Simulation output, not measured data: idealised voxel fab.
process module | voxel capacitor over wiring
cross-section cut | 275 nm wide | cells 5 nm
A cross-section is a grid of square cells, given in bands from the top down. A band is one or more rows of cells.
Each band's line starts with the height of the band's top and of its bottom, in nm. Then come its materials from left to right, each with its width in nm. One material with "throughout" fills the band from edge to edge. "air" is empty space.
Height 0 is the level under which the wafer as received is all one material. The lowest band goes on downwards, as in "0 down".
A width such as "30 to 40" changes by the same amount from each row of cells to the next, from the band's top row to its bottom row.
"no change" after a step means that no cell of the cross-section changed.
closed voids: empty space of 8 cells or more with no open way to the top, each as width x height at its distance from the left edge, in nm
after a step's settings: what the simulator itself notes on the step
overlay nm, on a step with a mask: how far to the right of its planned place the mask lay; to the left if negative
plan
1 op RECEIVE | material Si
2 op CONFORMAL_DEP | material SiO2 | thk nm 10
3 op DIRECTIONAL_DEP | material TiN | thk nm 5
4 op DIRECTIONAL_DEP | material Ru | thk nm 15
5 op DIRECTIONAL_DEP | material aC | thk nm 10
6 op PATTERN | tone cover | mask id METAL_1 | material resist | width nm 25 | pitch nm 85 | thk nm 30 | overlay nm 0
7 op DIRECTIONAL_ETCH | etch materials aC | depth nm 10
8 op STRIP | etch materials resist
9 op DIRECTIONAL_ETCH | etch materials Ru | depth nm 15
10 op DIRECTIONAL_ETCH | etch materials TiN | depth nm 5
11 op STRIP | etch materials aC
12 op CONFORMAL_DEP | material SiN | thk nm 5
13 op FILL_DEP | material lowk | thk nm 5
14 op CMP | height nm 30
15 op CONFORMAL_DEP | material SiCN | thk nm 5
16 op DIRECTIONAL_DEP | material lowk | thk nm 20
17 op PATTERN | tone open | mask id PLUG_1 | material resist | width nm 15 | thk nm 15 | overlay nm 0
18 op DIRECTIONAL_ETCH | etch materials lowk | depth nm 20
19 op DIRECTIONAL_ETCH | etch materials SiCN | depth nm 5
20 op STRIP | etch materials resist
21 op EPI | material Ru | thk nm 10
22 op EPI | material Ru | thk nm 10
23 op EPI | material Ru | thk nm 5
24 op DIRECTIONAL_DEP | material TiN | thk nm 5
25 op DIRECTIONAL_DEP | material Al2O3 | thk nm 5
26 op DIRECTIONAL_DEP | material TiN | thk nm 5
27 op PATTERN | tone cover | mask id UPPER_PLATE | material resist | width nm 65 | thk nm 20 | overlay nm -15
28 op DIRECTIONAL_ETCH | etch materials TiN | depth nm 5
29 op DIRECTIONAL_ETCH | etch materials Al2O3 | depth nm 5
30 op STRIP | etch materials resist
31 op PATTERN | tone cover | mask id LOWER_PLATE | material resist | width nm 75 | thk nm 20 | overlay nm 0
32 op DIRECTIONAL_ETCH | etch materials TiN | depth nm 5
33 op STRIP | etch materials resist
34 op FILL_DEP | material SiO2 | thk nm 20
35 op CMP | height nm 85
36 op PATTERN | tone open | mask id PLUG_2 | material resist | width nm 15 | thk nm 20 | overlay nm 0
37 op DIRECTIONAL_ETCH | etch materials SiO2 | depth nm 15
38 op STRIP | etch materials resist
39 op CONFORMAL_DEP | material TiN | thk nm 5
40 op FILL_DEP | material W | thk nm 5
41 op CMP | height nm 85
42 op CONFORMAL_DEP | material SiCN | thk nm 5
varied across the wafers: overlay nm of step 27. The plan shows the first wafer's value. All wafers start alike
first wafer as received, after step 1
  0 down: Si throughout
  closed voids: none
each wafer at the end: cells of each material gained (+) or lost (-) since it was received, then its closed voids
overlay nm -15 | +13 Al2O3 | +45 Ru | +107 SiCN | +57 SiN | +390 SiO2 | +45 TiN | +2 W | +331 lowk | closed voids: none
overlay nm -10 | +13 Al2O3 | +45 Ru | +107 SiCN | +57 SiN | +390 SiO2 | +45 TiN | +2 W | +331 lowk | closed voids: none
overlay nm -5 | +13 Al2O3 | +45 Ru | +107 SiCN | +57 SiN | +390 SiO2 | +45 TiN | +2 W | +331 lowk | closed voids: none
overlay nm 0 | +13 Al2O3 | +45 Ru | +107 SiCN | +57 SiN | +390 SiO2 | +45 TiN | +2 W | +331 lowk | closed voids: none
overlay nm 5 | +13 Al2O3 | +45 Ru | +107 SiCN | +57 SiN | +390 SiO2 | +45 TiN | +2 W | +331 lowk | closed voids: none
overlay nm 10 | +13 Al2O3 | +45 Ru | +107 SiCN | +57 SiN | +390 SiO2 | +45 TiN | +2 W | +331 lowk | closed voids: none
overlay nm 15 | +13 Al2O3 | +45 Ru | +107 SiCN | +57 SiN | +390 SiO2 | +45 TiN | +2 W | +331 lowk | closed voids: none
